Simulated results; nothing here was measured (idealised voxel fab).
Process module name: voxel self aligned vias
Each square cell in cross-section cut measures 5 nm, and the section as a whole is 270 nm wide.
Throughout this document, each cross-section is represented as a grid of square cells and is presented as a sequence of bands enumerated from the top downward, where a band comprises one or more rows of cells. This entry defines a band. It first specifies the height of the band's top and the height of its bottom in nm, and then specifies the band's materials from left to right, stating each material with its width in nm. The word "throughout" identifies a single material that fills the band from edge to edge, while the word "empty" identifies empty space. It should be noted that heights are counted from 0, beneath which the wafer as supplied is of one material throughout, and that the lowest band possesses no lower boundary but continues downward, as written in "from 0 down". Width "30..40": first value at the band's top row of cells, second value at its bottom row, equal change from row to row. "remains unaltered" -> step changed no cross-section cell. Entry "Sealed void inventory". Content: empty spaces with no open connection to the top, size 8 cells or greater. Each: width x height at distance. Distance: from left edge. Unit: nm. Read whatever lies past the settings on a step's line as the simulator's own remark about the step. overlay nm: where the mask lay relative to plan, measured to the right, on steps with a mask; negatives go left.
### Here's what the planned process steps look like
1. RECEIVE (material Si)
2. CONFORMAL_DEP (material SiO2; thk nm 15)
3. CONFORMAL_DEP (material SiCN; thk nm 5)
4. DIRECTIONAL_DEP (material SiO2; thk nm 30)
5. PATTERN (tone open; mask id LINES; material resist; width nm 25; pitch nm 50; thk nm 15; overlay nm 0)
6. DIRECTIONAL_ETCH (etch materials SiO2; depth nm 30)
7. STRIP (etch materials resist)
8. CONFORMAL_DEP (material TiN; thk nm 5)
9. FILL_DEP (material Ru; thk nm 10)
10. CMP (height nm 50)
11. SELECTIVE_ETCH (etch materials W Ru TiN; depth nm 5)
12. FILL_DEP (material SiN; thk nm 5)
13. CMP (height nm 50)
14. DIRECTIONAL_DEP (material SiO2; thk nm 20)
15. MASKED_ETCH (tone open; mask id VIAS; width nm 35; pitch nm 100; etch materials SiO2; depth nm 20; overlay nm 0)
16. MASKED_ETCH (tone open; mask id VIAS; width nm 35; pitch nm 100; etch materials SiN; depth nm 5; overlay nm 0)
17. CONFORMAL_DEP (material TiN; thk nm 5)
18. FILL_DEP (material Cu; thk nm 5)
19. CMP (height nm 70)
20. CONFORMAL_DEP (material SiN; thk nm 5)
### Incoming wafer in cross-section (state: after step 1)
  from 0 down = Si throughout
  Sealed void inventory: none
### End-of-module XS, first of two wafers, run as planned
  from 75 to 70 = SiN throughout
  from 70 to 55 = SiO2 (65) | TiN (5) | Cu (25) | TiN (5) | SiO2 (65) | TiN (5) | Cu (25) | TiN (5) | SiO2 (70)
  from 55 to 50 = SiO2 (65) | TiN (10) | Cu (15) | TiN (10) | SiO2 (65) | TiN (10) | Cu (15) | TiN (10) | SiO2 (70)
  from 50 to 45 = SiO2 (70) | TiN (25) | SiO2 (25) | SiN (25) | SiO2 (25) | TiN (25) | SiO2 (75)
  from 45 to 25 = SiO2 (70) | TiN (5) | Ru (15) | TiN (5) | SiO2 (25) | TiN (5) | Ru (15) | TiN (5) | SiO2 (25) | TiN (5) | Ru (15) | TiN (5) | SiO2 (75)
  from 25 to 20 = SiO2 (70) | TiN (25) | SiO2 (25) | TiN (25) | SiO2 (25) | TiN (25) | SiO2 (75)
  from 20 to 15 = SiCN throughout
  from 15 to 0 = SiO2 throughout
  from 0 down = Si throughout
  Sealed void inventory: none
### Now the second wafer, cross-sectioned at the end of the module. Nothing different at the start, nothing different in the plan compared with the first, just one mistake when it was actually run
  from 75 to 70 = SiN throughout
  from 70 to 65 = TiN (70) | Cu (25) | TiN (75) | Cu (25) | TiN (75)
  from 65 to 50 = SiO2 (65) | TiN (5) | Cu (25) | TiN (5) | SiO2 (65) | TiN (5) | Cu (25) | TiN (5) | SiO2 (70)
  from 50 to 45 = SiO2 (65) | TiN (35) | SiO2 (65) | TiN (35) | SiO2 (70)
  from 45 to 25 = SiO2 (70) | TiN (5) | Ru (15) | TiN (5) | SiO2 (25) | TiN (5) | Ru (15) | TiN (5) | SiO2 (25) | TiN (5) | Ru (15) | TiN (5) | SiO2 (75)
  from 25 to 20 = SiO2 (70) | TiN (25) | SiO2 (25) | TiN (25) | SiO2 (25) | TiN (25) | SiO2 (75)
  from 20 to 15 = SiCN throughout
  from 15 to 0 = SiO2 throughout
  from 0 down = Si throughout
  Sealed void inventory: none
What went wrong in running the wafer? contrary to plan, step 13 was performed as CMP (height nm 45)
at the end the second wafer has, in cells: +4 Cu, -5 SiN, -39 SiO2, +40 TiN
